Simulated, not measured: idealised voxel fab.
This section sets out a process module, namely voxel spacer lines.
Square cell edge 5 nm, section width 225 nm, ID cut.
Cross-section layout: square cells on a grid; listed as bands, top to bottom; a band spans one or more cell rows.
Heights first: top, then bottom, in nm. Then materials, left to right, each with a width in nm. "all across" on a single material: fills the band edge to edge. "blank": empty space.
Measure heights from 0. That's the level where, below it, the as-received wafer is all one material. The lowest band is bottomless and extends downward; write it as in "0 down".
So if you see something like "30->40" for the width, read it as the top row of the band sitting at the first number and the bottom row at the second, with every row in between moving by the same amount as the last.
Basically "nothing different" means that step didn't change any cell in the cross-section.
So "Sealed voids" is basically the list of trapped voids: any empty space of 8 cells or more that can't reach the top through an opening. They're written width x height at distance, the distance being from the left edge, and it's all nm.
Anything after a step's settings on that line? It's the simulator's own note about the step.
Among the settings permitted on a step's line is "overlay nm"; applied to a step with a mask, it specifies the extent to which the mask lay to the right of its planned position, whereas a negative figure signifies a position to the left.
The planned process steps are enumerated hereunder:
- 1: RECEIVE [material Si]
- 2: CONFORMAL_DEP [material Al2O3] [thk nm 5]
- 3: DIRECTIONAL_DEP [material W] [thk nm 5]
- 4: DIRECTIONAL_DEP [material aC] [thk nm 30]
- 5: PATTERN [tone cover] [mask id MANDREL] [material resist] [width nm 25] [pitch nm 70] [thk nm 40] [overlay nm 0]
- 6: DIRECTIONAL_ETCH [etch materials aC] [depth nm 30]
- 7: STRIP [etch materials resist]
- 8: CONFORMAL_DEP [material SiO2] [thk nm 10]
- 9: DIRECTIONAL_ETCH [etch materials SiO2] [depth nm 10]
- 10: STRIP [etch materials aC]
- 11: DIRECTIONAL_ETCH [etch materials W] [depth nm 10]
- 12: STRIP [etch materials SiO2]
- 13: FILL_DEP [material SiO2] [thk nm 5]
- 14: CMP [height nm 15]
It is noted that the wafers described herein are identical at the outset and are distinguished by the thk nm of step 3; the value stated in the plan corresponds to the first wafer.
Cross-sectional view of the first of several wafers in the as-received condition, corresponding to the state following step 1:
	0 down  Si all across
	Sealed voids: none
The table below has one row for each wafer; a row shows, as of the end of the module, how many cells of each material the wafer has gained, marked (+), or lost, marked (-), since it was received, and then the wafer's closed voids:
thk nm 5; +45 Al2O3; +78 SiO2; +12 W; Sealed voids: none
thk nm 10; +45 Al2O3; +66 SiO2; +24 W; Sealed voids: none
thk nm 15; +45 Al2O3; +33 SiO2; +57 W; Sealed voids: none
thk nm 20; +45 Al2O3; +90 W; Sealed voids: none
thk nm 25; +45 Al2O3; +90 W; Sealed voids: none
